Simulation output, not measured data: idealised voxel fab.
Title: Process Module voxel spacer lines
We display cut, a cross-section 200 nm in width whose square cells are each 5 nm.
Notation: cross-section as square-cell grid; stated in bands, top first, going down; one or more cell rows per band.
It is stipulated that each band's entry specify, in nanometres, the height of the top of the band and then that of its bottom, followed by the materials of the band in left-to-right sequence, each together with its width in nanometres. A single material marked by the word "throughout" is understood to fill the band from edge to edge; the word "empty" is understood to denote empty space.
Measure heights from 0. That's the level where, below it, the as-received wafer is all one material. The lowest band is bottomless and extends downward; write it as in "top 0, no bottom".
Top row gets the first number, bottom row gets the second, and each row in between changes by the same step: that is how a band width like "30..40" works.
"remained unchanged" for a step: no cell of the cross-section changed in that step.
Entry "Enclosed void entries". Content: empty spaces with no open connection to the top, size 8 cells or greater. Each: width x height at distance. Distance: from left edge. Unit: nm.
Past the settings on a step's line: simulator remark, on that step.
Among the settings permitted on a step's line is "overlay nm"; applied to a step with a mask, it specifies the extent to which the mask lay to the right of its planned position, whereas a negative figure signifies a position to the left.

[Below is the list of planned process steps]
1,RECEIVE | material Si
2,CONFORMAL_DEP | material Al2O3 | thk nm 5
3,DIRECTIONAL_DEP | material SiN | thk nm 15
4,DIRECTIONAL_DEP | material polySi | thk nm 30
5,PATTERN | tone cover | mask id MANDREL | material resist | width nm 25 | pitch nm 70 | thk nm 40 | overlay nm 0
6,DIRECTIONAL_ETCH | etch materials polySi | depth nm 30
7,STRIP | etch materials resist
8,CONFORMAL_DEP | material SiO2 | thk nm 10
9,DIRECTIONAL_ETCH | etch materials SiO2 | depth nm 10
10,STRIP | etch materials polySi
11,DIRECTIONAL_ETCH | etch materials SiN | depth nm 15
12,STRIP | etch materials SiO2

[as received, after step 1]
top 0, no bottom  Si throughout
Enclosed void entries: none

[first wafer at the end, as planned]
top 20, bottom 5  5 nm empty / 10 nm SiN / 25 nm empty / 10 nm SiN / 25 nm empty / 10 nm SiN / 25 nm empty / 10 nm SiN / 25 nm empty / 10 nm SiN / 25 nm empty / 10 nm SiN / 10 nm empty
top 5, bottom 0  Al2O3 throughout
top 0, no bottom  Si throughout
Enclosed void entries: none

[Here is the second of the two wafers cut open at the end of the module - same start, same plan as the first one, but we made one mistake running it]
top 50, bottom 45  15 nm empty / 25 nm polySi / 45 nm empty / 25 nm polySi / 45 nm empty / 25 nm polySi / 20 nm empty
top 45, bottom 20  5 nm empty / 10 nm SiN / 25 nm polySi / 10 nm SiN / 25 nm empty / 10 nm SiN / 25 nm polySi / 10 nm SiN / 25 nm empty / 10 nm SiN / 25 nm polySi / 10 nm SiN / 10 nm empty
top 20, bottom 15  5 nm empty / 45 nm SiN / 25 nm empty / 45 nm SiN / 25 nm empty / 45 nm SiN / 10 nm empty
top 15, bottom 5  SiN throughout
top 5, bottom 0  Al2O3 throughout
top 0, no bottom  Si throughout
Enclosed void entries: none
Against the plan, the run slipped here: step 8 did not happen as planned, as run it was CONFORMAL_DEP | material SiN | thk nm 10
It is noted that, at the conclusion of processing, the second wafer exhibits a higher or lower cell count for certain materials relative to the first: 131 more of SiN; 90 more of polySi
